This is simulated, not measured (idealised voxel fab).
process module | voxel transistor to metal
cross-section cut | 200 nm wide | cells 5 nm
A cross-section is a grid of square cells, given in bands from the top down. A band is one or more rows of cells.
Each band's line starts with the height of the band's top and of its bottom, in nm. Then come its materials from left to right, each with its width in nm. One material with "throughout" fills the band from edge to edge. "air" is empty space.
Height 0 is the level under which the wafer as received is all one material. The lowest band goes on downwards, as in "0 down".
A width such as "30 to 40" changes by the same amount from each row of cells to the next, from the band's top row to its bottom row.
"no change" after a step means that no cell of the cross-section changed.
closed voids: empty space of 8 cells or more with no open way to the top, each as width x height at its distance from the left edge, in nm
after a step's settings: what the simulator itself notes on the step
overlay nm, on a step with a mask: how far to the right of its planned place the mask lay; to the left if negative
plan
1 op RECEIVE | material Si
2 op CONFORMAL_DEP | material SiO2 | thk nm 5
3 op CONFORMAL_DEP | material SiN | thk nm 15
4 op PATTERN | tone cover | mask id ACTIVE | material resist | width nm 100 | thk nm 15 | overlay nm 0
5 op DIRECTIONAL_ETCH | etch materials SiN | depth nm 15
6 op DIRECTIONAL_ETCH | etch materials SiO2 | depth nm 5
7 op DIRECTIONAL_ETCH | etch materials Si | depth nm 30
8 op STRIP | etch materials resist
9 op OXIDIZE | depth nm 5
10 op FILL_DEP | material SiO2 | thk nm 5
11 op CMP | height nm 20
12 op SELECTIVE_ETCH | etch materials SiO2 | depth nm 15
13 op STRIP | etch materials SiN
14 op SELECTIVE_ETCH | etch materials SiO2 | depth nm 5
15 op OXIDIZE | depth nm 5
16 op DIRECTIONAL_DEP | material polySi | thk nm 20
17 op DIRECTIONAL_DEP | material SiCN | thk nm 15
18 op PATTERN | tone cover | mask id GATE | material resist | width nm 20 | thk nm 20 | overlay nm 0
19 op DIRECTIONAL_ETCH | etch materials SiCN | depth nm 25
20 op DIRECTIONAL_ETCH | etch materials polySi | depth nm 30
21 op STRIP | etch materials resist
22 op CONFORMAL_DEP | material SiO2 | thk nm 5
23 op DIRECTIONAL_ETCH | etch materials SiO2 | depth nm 5
24 op CONFORMAL_DEP | material SiN | thk nm 5
25 op DIRECTIONAL_ETCH | etch materials SiN | depth nm 5
26 op DIRECTIONAL_ETCH | etch materials SiO2 | depth nm 5
27 op DIRECTIONAL_ETCH | etch materials Si | depth nm 10
28 op EPI | material pSi | thk nm 15
29 op FILL_DEP | material SiO2 | thk nm 5
30 op CMP | height nm 35
31 op DIRECTIONAL_DEP | material SiO2 | thk nm 10
32 op DIRECTIONAL_DEP | material aC | thk nm 15
33 op PATTERN | tone open | mask id CONTACT | material resist | width nm 30 | pitch nm 60 | thk nm 30 | overlay nm 0
34 op DIRECTIONAL_ETCH | etch materials aC | depth nm 15
35 op STRIP | etch materials resist
36 op DIRECTIONAL_ETCH | etch materials SiO2 | depth nm 45
37 op STRIP | etch materials aC
38 op CONFORMAL_DEP | material TiN | thk nm 5
39 op FILL_DEP | material Ru | thk nm 10
40 op CMP | height nm 45
41 op DIRECTIONAL_DEP | material TiN | thk nm 5
42 op DIRECTIONAL_DEP | material W | thk nm 15
43 op PATTERN | tone cover | mask id METAL_1 | material resist | width nm 20 | pitch nm 70 | thk nm 15 | overlay nm 0
44 op DIRECTIONAL_ETCH | etch materials W | depth nm 15
45 op DIRECTIONAL_ETCH | etch materials TiN | depth nm 5
46 op STRIP | etch materials resist
47 op FILL_DEP | material lowk | thk nm 5
48 op CMP | height nm 65
49 op CONFORMAL_DEP | material SiCN | thk nm 5
50 op DIRECTIONAL_DEP | material lowk | thk nm 30
51 op MASKED_ETCH | tone open | mask id METAL_2_HOLES | width nm 15 | pitch nm 70 | etch materials lowk | depth nm 30 | overlay nm 0
52 op MASKED_ETCH | tone open | mask id METAL_2 | width nm 20 | pitch nm 70 | etch materials lowk | depth nm 20 | overlay nm 0
53 op MASKED_ETCH | tone open | mask id METAL_2 | width nm 20 | pitch nm 70 | etch materials SiCN | depth nm 5 | overlay nm 0
54 op CONFORMAL_DEP | material TiN | thk nm 5
55 op FILL_DEP | material Ru | thk nm 5
56 op CMP | height nm 100
57 op CONFORMAL_DEP | material SiN | thk nm 5
first wafer, as planned
as received, after step 1
  0 down: Si throughout
  closed voids: none
after step 2
  5 to 0: SiO2 throughout
  below 0: unchanged
after step 3
  20 to 5: SiN throughout
  below 5: unchanged
after step 4
  35 to 20: air 50 | resist 100 | air 50
  below 20: unchanged
after step 5
  35 to 20: air 50 | resist 100 | air 50
  20 to 5: air 50 | SiN 100 | air 50
  below 5: unchanged
after step 6
  35 to 20: air 50 | resist 100 | air 50
  20 to 5: air 50 | SiN 100 | air 50
  5 to 0: air 50 | SiO2 100 | air 50
  below 0: unchanged
after step 7
  35 to 20: air 50 | resist 100 | air 50
  20 to 5: air 50 | SiN 100 | air 50
  5 to 0: air 50 | SiO2 100 | air 50
  0 to -30: air 50 | Si 100 | air 50
  below -30: unchanged
after step 8
  20 to 5: air 50 | SiN 100 | air 50
  below 5: unchanged
after step 9
  20 to 5: air 50 | SiN 100 | air 50
  5 to 0: air 50 | SiO2 100 | air 50
  0 to -30: air 50 | SiO2 5 | Si 90 | SiO2 5 | air 50
  -30 to -35: SiO2 55 | Si 90 | SiO2 55
  below -35: unchanged
after step 10
  25 to 20: SiO2 throughout
  20 to 5: SiO2 50 | SiN 100 | SiO2 50
  5 to 0: SiO2 throughout
  0 to -35: SiO2 55 | Si 90 | SiO2 55
  below -35: unchanged
after step 11
  20 to 5: SiO2 50 | SiN 100 | SiO2 50
  below 5: unchanged
after step 12
  20 to 5: air 50 | SiN 100 | air 50
  below 5: unchanged
after step 13
  5 to 0: SiO2 throughout
  below 0: unchanged
after step 14
  0 to -35: SiO2 55 | Si 90 | SiO2 55
  below -35: unchanged
after step 15
  0 to -5: SiO2 throughout
  below -5: unchanged
after step 16
  20 to 0: polySi throughout
  below 0: unchanged
after step 17
  35 to 20: SiCN throughout
  below 20: unchanged
after step 18
  55 to 35: air 90 | resist 20 | air 90
  below 35: unchanged
after step 19
  55 to 35: air 90 | resist 20 | air 90
  35 to 20: air 90 | SiCN 20 | air 90
  below 20: unchanged
after step 20
  55 to 35: air 90 | resist 20 | air 90
  35 to 20: air 90 | SiCN 20 | air 90
  20 to 0: air 90 | polySi 20 | air 90
  below 0: unchanged
after step 21
  35 to 20: air 90 | SiCN 20 | air 90
  below 20: unchanged
after step 22
  40 to 35: air 85 | SiO2 30 | air 85
  35 to 20: air 85 | SiO2 5 | SiCN 20 | SiO2 5 | air 85
  20 to 5: air 85 | SiO2 5 | polySi 20 | SiO2 5 | air 85
  5 to 0: SiO2 90 | polySi 20 | SiO2 90
  below 0: unchanged
after step 23
  35 to 20: air 85 | SiO2 5 | SiCN 20 | SiO2 5 | air 85
  20 to 0: air 85 | SiO2 5 | polySi 20 | SiO2 5 | air 85
  below 0: unchanged
after step 24
  40 to 35: air 80 | SiN 40 | air 80
  35 to 20: air 80 | SiN 5 | SiO2 5 | SiCN 20 | SiO2 5 | SiN 5 | air 80
  20 to 5: air 80 | SiN 5 | SiO2 5 | polySi 20 | SiO2 5 | SiN 5 | air 80
  5 to 0: SiN 85 | SiO2 5 | polySi 20 | SiO2 5 | SiN 85
  below 0: unchanged
after step 25
  35 to 20: air 80 | SiN 5 | SiO2 5 | SiCN 20 | SiO2 5 | SiN 5 | air 80
  20 to 0: air 80 | SiN 5 | SiO2 5 | polySi 20 | SiO2 5 | SiN 5 | air 80
  below 0: unchanged
after step 26
  35 to 30: air 80 | SiN 5 | air 5 | SiCN 20 | air 5 | SiN 5 | air 80
  30 to 20: air 80 | SiN 5 | SiO2 5 | SiCN 20 | SiO2 5 | SiN 5 | air 80
  20 to 0: air 80 | SiN 5 | SiO2 5 | polySi 20 | SiO2 5 | SiN 5 | air 80
  0 to -5: air 80 | SiO2 40 | air 80
  below -5: unchanged
after step 27
  35 to 30: air 80 | SiN 5 | air 5 | SiCN 20 | air 5 | SiN 5 | air 80
  30 to 20: air 80 | SiN 5 | SiO2 5 | SiCN 20 | SiO2 5 | SiN 5 | air 80
  20 to 0: air 80 | SiN 5 | SiO2 5 | polySi 20 | SiO2 5 | SiN 5 | air 80
  0 to -5: air 80 | SiO2 40 | air 80
  -5 to -15: SiO2 55 | air 25 | Si 40 | air 25 | SiO2 55
  below -15: unchanged
after step 28
  35 to 30: air 80 | SiN 5 | air 5 | SiCN 20 | air 5 | SiN 5 | air 80
  30 to 20: air 80 | SiN 5 | SiO2 5 | SiCN 20 | SiO2 5 | SiN 5 | air 80
  20 to 10: air 80 | SiN 5 | SiO2 5 | polySi 20 | SiO2 5 | SiN 5 | air 80
  10 to 0: air 65 | pSi 15 | SiN 5 | SiO2 5 | polySi 20 | SiO2 5 | SiN 5 | pSi 15 | air 65
  0 to -5: air 50 | pSi 30 | SiO2 40 | pSi 30 | air 50
  -5 to -15: SiO2 55 | pSi 25 | Si 40 | pSi 25 | SiO2 55
  below -15: unchanged
after step 29
  40 to 35: SiO2 throughout
  35 to 20: SiO2 80 | SiN 5 | SiO2 5 | SiCN 20 | SiO2 5 | SiN 5 | SiO2 80
  20 to 10: SiO2 80 | SiN 5 | SiO2 5 | polySi 20 | SiO2 5 | SiN 5 | SiO2 80
  10 to 0: SiO2 65 | pSi 15 | SiN 5 | SiO2 5 | polySi 20 | SiO2 5 | SiN 5 | pSi 15 | SiO2 65
  0 to -5: SiO2 50 | pSi 30 | SiO2 40 | pSi 30 | SiO2 50
  below -5: unchanged
after step 30
  35 to 20: SiO2 80 | SiN 5 | SiO2 5 | SiCN 20 | SiO2 5 | SiN 5 | SiO2 80
  below 20: unchanged
after step 31
  45 to 35: SiO2 throughout
  below 35: unchanged
after step 32
  60 to 45: aC throughout
  below 45: unchanged
after step 33
  90 to 60: resist 55 | air 30 | resist 30 | air 30 | resist 55
  below 60: unchanged
after step 34
  75 to 60: resist 55 | air 30 | resist 30 | air 30 | resist 55
  60 to 45: aC 55 | air 30 | aC 30 | air 30 | aC 55
  below 45: unchanged
after step 35
  60 to 45: aC 55 | air 30 | aC 30 | air 30 | aC 55
  below 45: unchanged
after step 36
  60 to 45: aC 55 | air 30 | aC 30 | air 30 | aC 55
  45 to 35: SiO2 55 | air 30 | SiO2 30 | air 30 | SiO2 55
  35 to 20: SiO2 55 | air 25 | SiN 5 | SiO2 5 | SiCN 20 | SiO2 5 | SiN 5 | air 25 | SiO2 55
  20 to 10: SiO2 55 | air 25 | SiN 5 | SiO2 5 | polySi 20 | SiO2 5 | SiN 5 | air 25 | SiO2 55
  10 to 0: SiO2 55 | air 10 | pSi 15 | SiN 5 | SiO2 5 | polySi 20 | SiO2 5 | SiN 5 | pSi 15 | air 10 | SiO2 55
  below 0: unchanged
after step 37
  45 to 35: SiO2 55 | air 30 | SiO2 30 | air 30 | SiO2 55
  below 35: unchanged
after step 38
  50 to 45: TiN 60 | air 20 | TiN 40 | air 20 | TiN 60
  45 to 35: SiO2 55 | TiN 5 | air 20 to 15 | TiN 5 to 10 | SiO2 30 | TiN 5 to 10 | air 20 to 15 | TiN 5 | SiO2 55
  35 to 20: SiO2 55 | TiN 5 | air 15 | TiN 5 | SiN 5 | SiO2 5 | SiCN 20 | SiO2 5 | SiN 5 | TiN 5 | air 15 | TiN 5 | SiO2 55
  20 to 15: SiO2 55 | TiN 5 | air 15 | TiN 5 | SiN 5 | SiO2 5 | polySi 20 | SiO2 5 | SiN 5 | TiN 5 | air 15 | TiN 5 | SiO2 55
  15 to 10: SiO2 55 | TiN 25 | SiN 5 | SiO2 5 | polySi 20 | SiO2 5 | SiN 5 | TiN 25 | SiO2 55
  10 to 0: SiO2 55 | TiN 10 | pSi 15 | SiN 5 | SiO2 5 | polySi 20 | SiO2 5 | SiN 5 | pSi 15 | TiN 10 | SiO2 55
  below 0: unchanged
after step 39
  60 to 50: Ru throughout
  50 to 45: TiN 60 | Ru 20 | TiN 40 | Ru 20 | TiN 60
  45 to 35: SiO2 55 | TiN 5 | Ru 20 to 15 | TiN 5 to 10 | SiO2 30 | TiN 5 to 10 | Ru 20 to 15 | TiN 5 | SiO2 55
  35 to 20: SiO2 55 | TiN 5 | Ru 15 | TiN 5 | SiN 5 | SiO2 5 | SiCN 20 | SiO2 5 | SiN 5 | TiN 5 | Ru 15 | TiN 5 | SiO2 55
  20 to 15: SiO2 55 | TiN 5 | Ru 15 | TiN 5 | SiN 5 | SiO2 5 | polySi 20 | SiO2 5 | SiN 5 | TiN 5 | Ru 15 | TiN 5 | SiO2 55
  below 15: unchanged
after step 40
  45 to 35: SiO2 55 | TiN 5 | Ru 20 to 15 | TiN 5 to 10 | SiO2 30 | TiN 5 to 10 | Ru 20 to 15 | TiN 5 | SiO2 55
  below 35: unchanged
after step 41
  50 to 45: TiN throughout
  below 45: unchanged
after step 42
  65 to 50: W throughout
  below 50: unchanged
after step 43
  80 to 65: air 55 | resist 20 | air 50 | resist 20 | air 55
  below 65: unchanged
after step 44
  80 to 65: air 55 | resist 20 | air 50 | resist 20 | air 55
  65 to 50: air 55 | W 20 | air 50 | W 20 | air 55
  below 50: unchanged
after step 45
  80 to 65: air 55 | resist 20 | air 50 | resist 20 | air 55
  65 to 50: air 55 | W 20 | air 50 | W 20 | air 55
  50 to 45: air 55 | TiN 20 | air 50 | TiN 20 | air 55
  below 45: unchanged
after step 46
  65 to 50: air 55 | W 20 | air 50 | W 20 | air 55
  below 50: unchanged
after step 47
  70 to 65: lowk throughout
  65 to 50: lowk 55 | W 20 | lowk 50 | W 20 | lowk 55
  50 to 45: lowk 55 | TiN 20 | lowk 50 | TiN 20 | lowk 55
  below 45: unchanged
after step 48
  65 to 50: lowk 55 | W 20 | lowk 50 | W 20 | lowk 55
  below 50: unchanged
after step 49
  70 to 65: SiCN throughout
  below 65: unchanged
after step 50
  100 to 70: lowk throughout
  below 70: unchanged
after step 51
  100 to 70: lowk 55 | air 15 | lowk 55 | air 15 | lowk 60
  below 70: unchanged
after step 52
  100 to 80: lowk 55 | air 20 | lowk 50 | air 20 | lowk 55
  below 80: unchanged
after step 53
  100 to 80: lowk 55 | air 20 | lowk 50 | air 20 | lowk 55
  80 to 70: lowk 55 | air 15 | lowk 55 | air 15 | lowk 60
  70 to 65: SiCN 55 | air 15 | SiCN 55 | air 15 | SiCN 60
  below 65: unchanged
after step 54
  105 to 100: TiN 60 | air 10 | TiN 60 | air 10 | TiN 60
  100 to 85: lowk 55 | TiN 5 | air 10 | TiN 5 | lowk 50 | TiN 5 | air 10 | TiN 5 | lowk 55
  85 to 80: lowk 55 | TiN 5 | air 5 | TiN 10 | lowk 50 | TiN 5 | air 5 | TiN 10 | lowk 55
  80 to 70: lowk 55 | TiN 5 | air 5 | TiN 5 | lowk 55 | TiN 5 | air 5 | TiN 5 | lowk 60
  70 to 65: SiCN 55 | TiN 15 | SiCN 55 | TiN 15 | SiCN 60
  below 65: unchanged
after step 55
  110 to 105: Ru throughout
  105 to 100: TiN 60 | Ru 10 | TiN 60 | Ru 10 | TiN 60
  100 to 85: lowk 55 | TiN 5 | Ru 10 | TiN 5 | lowk 50 | TiN 5 | Ru 10 | TiN 5 | lowk 55
  85 to 80: lowk 55 | TiN 5 | Ru 5 | TiN 10 | lowk 50 | TiN 5 | Ru 5 | TiN 10 | lowk 55
  80 to 70: lowk 55 | TiN 5 | Ru 5 | TiN 5 | lowk 55 | TiN 5 | Ru 5 | TiN 5 | lowk 60
  below 70: unchanged
after step 56
  100 to 85: lowk 55 | TiN 5 | Ru 10 | TiN 5 | lowk 50 | TiN 5 | Ru 10 | TiN 5 | lowk 55
  below 85: unchanged
after step 57
  105 to 100: SiN throughout
  below 100: unchanged
second wafer: like start, like plan, one mistake. Through step 40 it matches the first wafer
when step 41 should have ended
  60 to 45: W throughout
  below 45: unchanged
when step 42 should have ended
  65 to 60: TiN throughout
  below 60: unchanged
when step 43 should have ended
  80 to 65: air 55 | resist 20 | air 50 | resist 20 | air 55
  below 65: unchanged
when step 44 should have ended: no change
when step 45 should have ended
  80 to 65: air 55 | resist 20 | air 50 | resist 20 | air 55
  65 to 60: air 55 | TiN 20 | air 50 | TiN 20 | air 55
  below 60: unchanged
when step 46 should have ended
  65 to 60: air 55 | TiN 20 | air 50 | TiN 20 | air 55
  below 60: unchanged
when step 47 should have ended
  70 to 65: lowk throughout
  65 to 60: lowk 55 | TiN 20 | lowk 50 | TiN 20 | lowk 55
  below 60: unchanged
when step 48 should have ended
  65 to 60: lowk 55 | TiN 20 | lowk 50 | TiN 20 | lowk 55
  below 60: unchanged
when step 49 should have ended
  70 to 65: SiCN throughout
  below 65: unchanged
when step 50 should have ended
  100 to 70: lowk throughout
  below 70: unchanged
when step 51 should have ended
  100 to 70: lowk 55 | air 15 | lowk 55 | air 15 | lowk 60
  below 70: unchanged
when step 52 should have ended
  100 to 80: lowk 55 | air 20 | lowk 50 | air 20 | lowk 55
  below 80: unchanged
when step 53 should have ended
  100 to 80: lowk 55 | air 20 | lowk 50 | air 20 | lowk 55
  80 to 70: lowk 55 | air 15 | lowk 55 | air 15 | lowk 60
  70 to 65: SiCN 55 | air 15 | SiCN 55 | air 15 | SiCN 60
  below 65: unchanged
when step 54 should have ended
  105 to 100: TiN 60 | air 10 | TiN 60 | air 10 | TiN 60
  100 to 85: lowk 55 | TiN 5 | air 10 | TiN 5 | lowk 50 | TiN 5 | air 10 | TiN 5 | lowk 55
  85 to 80: lowk 55 | TiN 5 | air 5 | TiN 10 | lowk 50 | TiN 5 | air 5 | TiN 10 | lowk 55
  80 to 70: lowk 55 | TiN 5 | air 5 | TiN 5 | lowk 55 | TiN 5 | air 5 | TiN 5 | lowk 60
  70 to 65: SiCN 55 | TiN 15 | SiCN 55 | TiN 15 | SiCN 60
  below 65: unchanged
when step 55 should have ended
  110 to 105: Ru throughout
  105 to 100: TiN 60 | Ru 10 | TiN 60 | Ru 10 | TiN 60
  100 to 85: lowk 55 | TiN 5 | Ru 10 | TiN 5 | lowk 50 | TiN 5 | Ru 10 | TiN 5 | lowk 55
  85 to 80: lowk 55 | TiN 5 | Ru 5 | TiN 10 | lowk 50 | TiN 5 | Ru 5 | TiN 10 | lowk 55
  80 to 70: lowk 55 | TiN 5 | Ru 5 | TiN 5 | lowk 55 | TiN 5 | Ru 5 | TiN 5 | lowk 60
  below 70: unchanged
when step 56 should have ended
  100 to 85: lowk 55 | TiN 5 | Ru 10 | TiN 5 | lowk 50 | TiN 5 | Ru 10 | TiN 5 | lowk 55
  below 85: unchanged
when step 57 should have ended
  105 to 100: SiN throughout
  below 100: unchanged
what went wrong: steps 41 and 42 were swapped
at the end the second wafer has, in cells: 96 more of W | 96 fewer of lowk
